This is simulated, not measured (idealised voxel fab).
The document below concerns the process module designated voxel gate over fins.
cross-section cut | 240 nm wide | cells 5 nm
The cross-sections in this document take the form of a grid made of square cells. They are written out as bands, in order from top to bottom. Each band consists of one or more rows of cells. Top height, bottom height, nm. Materials left to right, width each, nm. Single material + "edge to edge" = fills band edge to edge. "blank" = empty. Height 0 is the level under which the wafer as received is all one material. The lowest band goes on downwards, as in "0 and below". Quick explanation for "30 to 40": the width changes in equal steps down the rows of cells, from the first number in the band's top row to the second number in its bottom row. "no modification" means the step left every cell of the cross-section as it was. Reported under the label "Listed closed voids" are the empty spaces having no open way to the top and comprising 8 cells or more; the notation for each is width x height at distance, in which the distance is measured from the left edge and all three values are in nm. Step line, after settings: the simulator's comment on this step. overlay nm: step with mask; distance mask lay right of planned place; negative value = left of planned place.

The process steps that were planned are listed below
1,RECEIVE | material Si
2,CONFORMAL_DEP | material SiN | thk nm 10
3,PATTERN | tone cover | mask id FINS | material resist | width nm 15 | pitch nm 60 | thk nm 20 | overlay nm 0
4,DIRECTIONAL_ETCH | etch materials SiN | depth nm 10
5,DIRECTIONAL_ETCH | etch materials Si | depth nm 40
6,STRIP | etch materials resist
7,OXIDIZE | depth nm 5
8,FILL_DEP | material SiO2 | thk nm 15
9,CMP | height nm 10
10,PATTERN | tone open | mask id RAIL | material resist | width nm 15 | thk nm 15 | overlay nm 0
11,DIRECTIONAL_ETCH | etch materials SiO2 | depth nm 45
12,STRIP | etch materials resist
13,CONFORMAL_DEP | material TiN | thk nm 5
14,FILL_DEP | material Ru | thk nm 10
15,CMP | height nm 10
16,SELECTIVE_ETCH | etch materials W Ru TiN | depth nm 30
17,FILL_DEP | material SiO2 | thk nm 5
18,CMP | height nm 10
19,SELECTIVE_ETCH | etch materials SiO2 | depth nm 20
20,STRIP | etch materials SiN
21,CONFORMAL_DEP | material HfO2 | thk nm 5
22,CONFORMAL_DEP | material TiN | thk nm 5
23,CONFORMAL_DEP | material TiAl | thk nm 5
24,CONFORMAL_DEP | material TiN | thk nm 5
25,FILL_DEP | material W | thk nm 15
26,CMP | height nm 30
27,CONFORMAL_DEP | material SiN | thk nm 5

Wafer as received: cross-section following step 1
0 and below: Si edge to edge
Listed closed voids: none

Same starting wafer, same plan as above, one mistake in the execution; this is the cross-section at the end of the module
35 down to 30: SiN edge to edge
30 down to 20: W edge to edge
20 down to 15: TiN edge to edge
15 down to 10: TiAl edge to edge
10 down to 5: TiN 55  TiAl 5  TiN 55  TiAl 5  TiN 55  TiAl 5  TiN 60
5 down to 0: HfO2 50  TiN 5  TiAl 5  TiN 5  HfO2 45  TiN 5  TiAl 5  TiN 5  HfO2 45  TiN 5  TiAl 5  TiN 5  HfO2 55
0 down to -5: Si 45  HfO2 5  TiN 15  HfO2 5  Si 35  HfO2 5  TiN 15  HfO2 5  Si 35  HfO2 5  TiN 15  HfO2 5  Si 50
-5 down to -10: Si 45  HfO2 25  Si 35  HfO2 25  Si 35  HfO2 25  Si 50
-10 down to -45: Si 45  SiO2 25  Si 35  SiO2 25  Si 35  SiO2 25  Si 50
-45 and below: Si edge to edge
Listed closed voids: none
Processing error: step 3 was processed under conditions differing from the plan, specifically as PATTERN | tone open | mask id FINS | material resist | width nm 15 | pitch nm 60 | thk nm 20 | overlay nm 0
